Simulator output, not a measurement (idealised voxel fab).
This section sets out a process module, namely voxel fin reveal.
We display cut, a cross-section 275 nm in width whose square cells are each 5 nm.
Cross-section layout: square cells on a grid; listed as bands, top to bottom; a band spans one or more cell rows.
Quick guide to a band line: top height, bottom height (nm) up front; then every material left to right with its width in nm. Only one material and it's marked "everywhere"? Then it fills the band edge to edge. And "air" just means empty space.
Where do heights start? At 0: under that level the wafer as delivered is made of one material only. And the lowest band has no floor; it just carries on downward, as in "0 and below".
Read "30 to 40" as a graded width: first number on top, second number at the bottom, same change between each pair of neighbouring rows.
"no alteration", as given for a step, is the statement that not any cell of the cross-section underwent a change during that step.
"Sealed internal voids": empty spaces of 8 cells or more with no open way to the top, each given as width x height at distance, distance from the left edge, all in nm.
Past the settings on a step's line: simulator remark, on that step.
Each step line may optionally specify "overlay nm", which for a step with a mask gives the rightward distance between the mask's planned place and where it lay, a negative value indicating the leftward direction.
**The process steps that were planned are listed below**
1,RECEIVE: material Si
2,CONFORMAL_DEP: material SiN, thk nm 5
3,PATTERN: tone cover, mask id FINS, material resist, width nm 15, pitch nm 35, thk nm 20, overlay nm 0
4,DIRECTIONAL_ETCH: etch materials SiN, depth nm 10
5,DIRECTIONAL_ETCH: etch materials Si, depth nm 40
6,STRIP: etch materials resist
7,OXIDIZE: depth nm 5
8,FILL_DEP: material SiO2, thk nm 15
9,CMP: height nm 10
10,SELECTIVE_ETCH: etch materials SiO2, depth nm 25
11,STRIP: etch materials SiN
12,CONFORMAL_DEP: material HfO2, thk nm 5
Keep in mind the plan's value for the thk nm of step 2 comes from the first wafer; the wafers don't share that setting, but they do share the same starting point.
**As received, i.e. after step 1: cross-section through the first of several wafers**
0 and below = Si everywhere
Sealed internal voids: none
**End of module: cross-section of the first of several wafers after step 12, the last step**
5 down to 0 = air 110 | HfO2 15 | air 20 | HfO2 15 | air 115
0 down to -10 = air 110 | HfO2 5 | Si 5 | HfO2 5 | air 20 | HfO2 5 | Si 5 | HfO2 5 | air 115
-10 down to -15 = HfO2 115 | Si 5 | HfO2 30 | Si 5 | HfO2 120
-15 down to -45 = SiO2 115 | Si 5 | SiO2 30 | Si 5 | SiO2 120
-45 and below = Si everywhere
Sealed internal voids: none
**Wafer cross-section (last wafer, module end)**
5 down to 0 = HfO2 everywhere
0 and below = Si everywhere
Sealed internal voids: none
**Tabulated below, wafer by wafer, are the end-of-module results: for each material, the number of cells gained (+) or lost (-) relative to the as-received state, followed by the closed voids**
thk nm 5; +67 HfO2; -477 Si; +318 SiO2; Sealed internal voids: none
thk nm 10; +67 HfO2; -477 Si; +318 SiO2; Sealed internal voids: none
thk nm 15; +55 HfO2; Sealed internal voids: none
thk nm 20; +55 HfO2; Sealed internal voids: none
thk nm 25; +55 HfO2; Sealed internal voids: none
